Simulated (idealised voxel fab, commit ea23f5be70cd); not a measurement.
The process module presented herein is designated voxel gate over fins.
Displayed cross-section: cut, width of 185 nm, square cells sized 5 nm.
Cross-section = grid of square cells, listed top down in bands; band = one or more rows.
It is stipulated that each band's entry specify, in nanometres, the height of the top of the band and then that of its bottom, followed by the materials of the band in left-to-right sequence, each together with its width in nanometres. A single material marked by the word "everywhere" is understood to fill the band from edge to edge; the word "blank" is understood to denote empty space.
Measure heights from 0. That's the level where, below it, the as-received wafer is all one material. The lowest band is bottomless and extends downward; write it as in "0 and below".
The width entry "30..40" should be interpreted row by row: the top row of cells in the band takes the first number, the bottom row takes the second number, and the change between adjacent rows is uniform throughout.
"nothing changed" means the step left every cell of the cross-section as it was.
Enclosed internal voids: empty space of 8 cells or more with no open way to the top, each as width x height at its distance from the left edge, in nm
Heads up: the bit after the settings on a step's line is the simulator's remark on that step.
overlay nm: how far to the right of its planned place the mask lay on this masked step (negative: to the left).
This section lists the process steps that were planned
1: RECEIVE [material Si]
2: CONFORMAL_DEP [material SiN] [thk nm 10]
3: PATTERN [tone cover] [mask id FINS] [material resist] [width nm 15] [pitch nm 45] [thk nm 20] [overlay nm 0]
4: DIRECTIONAL_ETCH [etch materials SiN] [depth nm 10]
5: DIRECTIONAL_ETCH [etch materials Si] [depth nm 35]
6: STRIP [etch materials resist]
7: FILL_DEP [material SiO2] [thk nm 5]
8: CMP [height nm 10]
9: SELECTIVE_ETCH [etch materials SiO2] [depth nm 20]
10: STRIP [etch materials SiN]
11: CONFORMAL_DEP [material HfO2] [thk nm 5]
12: CONFORMAL_DEP [material TiN] [thk nm 5]
13: CONFORMAL_DEP [material TiAl] [thk nm 5]
14: CONFORMAL_DEP [material TiN] [thk nm 5]
15: FILL_DEP [material W] [thk nm 15]
16: CMP [height nm 30]
17: CONFORMAL_DEP [material SiN] [thk nm 5]
On the first of the two wafers: run conducted according to plan
Cross-section of the wafer at receipt, which is the condition after step 1
- 0 and below: Si everywhere
- Enclosed internal voids: none
You're looking at a cross-section of the wafer after step 2
- 10 down to 0: SiN everywhere
- Unchanged below 0.
You're looking at a cross-section of the wafer after step 3
- 30 down to 10: 60 nm blank, 15 nm resist, 30 nm blank, 15 nm resist, 65 nm blank
- Unchanged below 10.
You're looking at a cross-section of the wafer after step 4
- 30 down to 10: 60 nm blank, 15 nm resist, 30 nm blank, 15 nm resist, 65 nm blank
- 10 down to 0: 60 nm blank, 15 nm SiN, 30 nm blank, 15 nm SiN, 65 nm blank
- Unchanged below 0.
You're looking at a cross-section of the wafer after step 5
- 30 down to 10: 60 nm blank, 15 nm resist, 30 nm blank, 15 nm resist, 65 nm blank
- 10 down to 0: 60 nm blank, 15 nm SiN, 30 nm blank, 15 nm SiN, 65 nm blank
- 0 down to -35: 60 nm blank, 15 nm Si, 30 nm blank, 15 nm Si, 65 nm blank
- Unchanged below -35.
You're looking at a cross-section of the wafer after step 6
- 10 down to 0: 60 nm blank, 15 nm SiN, 30 nm blank, 15 nm SiN, 65 nm blank
- Unchanged below 0.
You're looking at a cross-section of the wafer after step 7
- 15 down to 10: SiO2 everywhere
- 10 down to 0: 60 nm SiO2, 15 nm SiN, 30 nm SiO2, 15 nm SiN, 65 nm SiO2
- 0 down to -35: 60 nm SiO2, 15 nm Si, 30 nm SiO2, 15 nm Si, 65 nm SiO2
- Unchanged below -35.
You're looking at a cross-section of the wafer after step 8
- 10 down to 0: 60 nm SiO2, 15 nm SiN, 30 nm SiO2, 15 nm SiN, 65 nm SiO2
- Unchanged below 0.
You're looking at a cross-section of the wafer after step 9
- 10 down to 0: 60 nm blank, 15 nm SiN, 30 nm blank, 15 nm SiN, 65 nm blank
- 0 down to -10: 60 nm blank, 15 nm Si, 30 nm blank, 15 nm Si, 65 nm blank
- Unchanged below -10.
You're looking at a cross-section of the wafer after step 10
- 0 down to -10: 60 nm blank, 15 nm Si, 30 nm blank, 15 nm Si, 65 nm blank
- Unchanged below -10.
You're looking at a cross-section of the wafer after step 11
- 5 down to 0: 55 nm blank, 25 nm HfO2, 20 nm blank, 25 nm HfO2, 60 nm blank
- 0 down to -5: 55 nm blank, 5 nm HfO2, 15 nm Si, 5 nm HfO2, 20 nm blank, 5 nm HfO2, 15 nm Si, 5 nm HfO2, 60 nm blank
- -5 down to -10: 60 nm HfO2, 15 nm Si, 30 nm HfO2, 15 nm Si, 65 nm HfO2
- Unchanged below -10.
You're looking at a cross-section of the wafer after step 12
- 10 down to 5: 50 nm blank, 35 nm TiN, 10 nm blank, 35 nm TiN, 55 nm blank
- 5 down to 0: 50 nm blank, 5 nm TiN, 25 nm HfO2, 5 nm TiN, 10 nm blank, 5 nm TiN, 25 nm HfO2, 5 nm TiN, 55 nm blank
- 0 down to -5: 55 nm TiN, 5 nm HfO2, 15 nm Si, 5 nm HfO2, 20 nm TiN, 5 nm HfO2, 15 nm Si, 5 nm HfO2, 60 nm TiN
- Unchanged below -5.
You're looking at a cross-section of the wafer after step 13
- 15 down to 10: 45 nm blank, 90 nm TiAl, 50 nm blank
- 10 down to 5: 45 nm blank, 5 nm TiAl, 35 nm TiN, 10 nm TiAl, 35 nm TiN, 5 nm TiAl, 50 nm blank
- 5 down to 0: 50 nm TiAl, 5 nm TiN, 25 nm HfO2, 5 nm TiN, 10 nm TiAl, 5 nm TiN, 25 nm HfO2, 5 nm TiN, 55 nm TiAl
- Unchanged below 0.
You're looking at a cross-section of the wafer after step 14
- 20 down to 15: 40 nm blank, 100 nm TiN, 45 nm blank
- 15 down to 10: 40 nm blank, 5 nm TiN, 90 nm TiAl, 5 nm TiN, 45 nm blank
- 10 down to 5: 45 nm TiN, 5 nm TiAl, 35 nm TiN, 10 nm TiAl, 35 nm TiN, 5 nm TiAl, 50 nm TiN
- Unchanged below 5.
You're looking at a cross-section of the wafer after step 15
- 35 down to 20: W everywhere
- 20 down to 15: 40 nm W, 100 nm TiN, 45 nm W
- 15 down to 10: 40 nm W, 5 nm TiN, 90 nm TiAl, 5 nm TiN, 45 nm W
- Unchanged below 10.
You're looking at a cross-section of the wafer after step 16
- 30 down to 20: W everywhere
- Unchanged below 20.
You're looking at a cross-section of the wafer after step 17
- 35 down to 30: SiN everywhere
- Unchanged below 30.
Okay, second wafer. Nothing different at the start, nothing different in the plan, just one mistake somewhere in the running. As far as step 10, counting that step, it's the first wafer all over again
Cross-section, second wafer, at the end time the plan gives for step 11
- 5 down to 0: 55 nm blank, 25 nm TiN, 20 nm blank, 25 nm TiN, 60 nm blank
- 0 down to -5: 55 nm blank, 5 nm TiN, 15 nm Si, 5 nm TiN, 20 nm blank, 5 nm TiN, 15 nm Si, 5 nm TiN, 60 nm blank
- -5 down to -10: 60 nm TiN, 15 nm Si, 30 nm TiN, 15 nm Si, 65 nm TiN
- Unchanged below -10.
Cross-section, second wafer, at the end time the plan gives for step 12
- 10 down to 5: 50 nm blank, 35 nm HfO2, 10 nm blank, 35 nm HfO2, 55 nm blank
- 5 down to 0: 50 nm blank, 5 nm HfO2, 25 nm TiN, 5 nm HfO2, 10 nm blank, 5 nm HfO2, 25 nm TiN, 5 nm HfO2, 55 nm blank
- 0 down to -5: 55 nm HfO2, 5 nm TiN, 15 nm Si, 5 nm TiN, 20 nm HfO2, 5 nm TiN, 15 nm Si, 5 nm TiN, 60 nm HfO2
- Unchanged below -5.
Cross-section, second wafer, at the end time the plan gives for step 13
- 15 down to 10: 45 nm blank, 90 nm TiAl, 50 nm blank
- 10 down to 5: 45 nm blank, 5 nm TiAl, 35 nm HfO2, 10 nm TiAl, 35 nm HfO2, 5 nm TiAl, 50 nm blank
- 5 down to 0: 50 nm TiAl, 5 nm HfO2, 25 nm TiN, 5 nm HfO2, 10 nm TiAl, 5 nm HfO2, 25 nm TiN, 5 nm HfO2, 55 nm TiAl
- Unchanged below 0.
Cross-section, second wafer, at the end time the plan gives for step 14
- 20 down to 15: 40 nm blank, 100 nm TiN, 45 nm blank
- 15 down to 10: 40 nm blank, 5 nm TiN, 90 nm TiAl, 5 nm TiN, 45 nm blank
- 10 down to 5: 45 nm TiN, 5 nm TiAl, 35 nm HfO2, 10 nm TiAl, 35 nm HfO2, 5 nm TiAl, 50 nm TiN
- Unchanged below 5.
Cross-section, second wafer, at the end time the plan gives for step 15
- 35 down to 20: W everywhere
- 20 down to 15: 40 nm W, 100 nm TiN, 45 nm W
- 15 down to 10: 40 nm W, 5 nm TiN, 90 nm TiAl, 5 nm TiN, 45 nm W
- Unchanged below 10.
Cross-section, second wafer, at the end time the plan gives for step 16
- 30 down to 20: W everywhere
- Unchanged below 20.
Cross-section, second wafer, at the end time the plan gives for step 17
- 35 down to 30: SiN everywhere
- Unchanged below 30.
The mistake made against the process plan was this: so 11 and 12 got swapped relative to the plan, each ran where the other was supposed to
Final wafers compared: equal cell tally per material, rearranged layout.
